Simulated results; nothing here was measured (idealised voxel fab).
The name of this process module is voxel fin reveal.
The cross-section shown here is cut; it is 295 nm wide and divided into square cells measuring 5 nm on a side.
Throughout this document, each cross-section is represented as a grid of square cells and is presented as a sequence of bands enumerated from the top downward, where a band comprises one or more rows of cells. Within each band entry, the heights of the top and of the bottom of the band appear first, in that order and in nm; the materials of the band then follow from left to right, each with its corresponding width in nm. The designation "everywhere" on a single material indicates that it fills the band from edge to edge; the designation "air" indicates empty space. Ref level 0: as-received wafer is one material below here. Bottom band extends down with no lower bound ("0..down"). A width given as "30->40" starts at the first number in the band's top row and ends at the second number in its bottom row, shifting by an equal amount at every step from row to row. Step marked "same as before"? Then no cell in the cross-section changed in it. So "Enclosed void entries" is basically the list of trapped voids: any empty space of 8 cells or more that can't reach the top through an opening. They're written width x height at distance, the distance being from the left edge, and it's all nm. Read whatever lies past the settings on a step's line as the simulator's own remark about the step. overlay nm: for a step with a mask, the amount by which the mask lay right of where it was planned; a negative amount means left of it.

The planned process steps are enumerated hereunder:
| 1 | RECEIVE [material Si] |
| 2 | CONFORMAL_DEP [material SiN] [thk nm 10] |
| 3 | MASKED_ETCH [tone cover] [mask id FINS] [width nm 15] [pitch nm 40] [etch materials SiN] [depth nm 10] [overlay nm 0] |
| 4 | MASKED_ETCH [tone cover] [mask id FINS] [width nm 15] [pitch nm 40] [etch materials Si] [depth nm 30] [overlay nm 0] |
| 5 | FILL_DEP [material SiO2] [thk nm 5] |
| 6 | CMP [height nm 10] |
| 7 | SELECTIVE_ETCH [etch materials SiO2] [depth nm 30] |
| 8 | STRIP [etch materials SiN] |
| 9 | CONFORMAL_DEP [material HfO2] [thk nm 5] |

Wafer as received: cross-section following step 1:
- 0..down: Si everywhere
- Enclosed void entries: none

Run as planned - first of the two wafers cross-sectioned at the end of the module:
- 5..0: air: 95, HfO2: 25, air: 15, HfO2: 25, air: 15, HfO2: 25, air: 95
- 0..-15: air: 95, HfO2: 5, Si: 15, HfO2: 5, air: 15, HfO2: 5, Si: 15, HfO2: 5, air: 15, HfO2: 5, Si: 15, HfO2: 5, air: 95
- -15..-20: HfO2: 100, Si: 15, HfO2: 25, Si: 15, HfO2: 25, Si: 15, HfO2: 100
- -20..-30: SiO2: 100, Si: 15, SiO2: 25, Si: 15, SiO2: 25, Si: 15, SiO2: 100
- -30..down: Si everywhere
- Enclosed void entries: none

Cross-section at end of module for the second wafer of two, which matched the first in starting point and plan and differed by one mistake in its processing:
- 0..-20: air: 100, Si: 15, air: 25, Si: 15, air: 25, Si: 15, air: 100
- -20..-30: SiO2: 100, Si: 15, SiO2: 25, Si: 15, SiO2: 25, Si: 15, SiO2: 100
- -30..down: Si everywhere
- Enclosed void entries: none
Where did the run depart from the plan? step 9 from the plan never happened, it was just skipped
End check, counted in cells, second wafer has more or fewer of these materials than the first: -83 HfO2
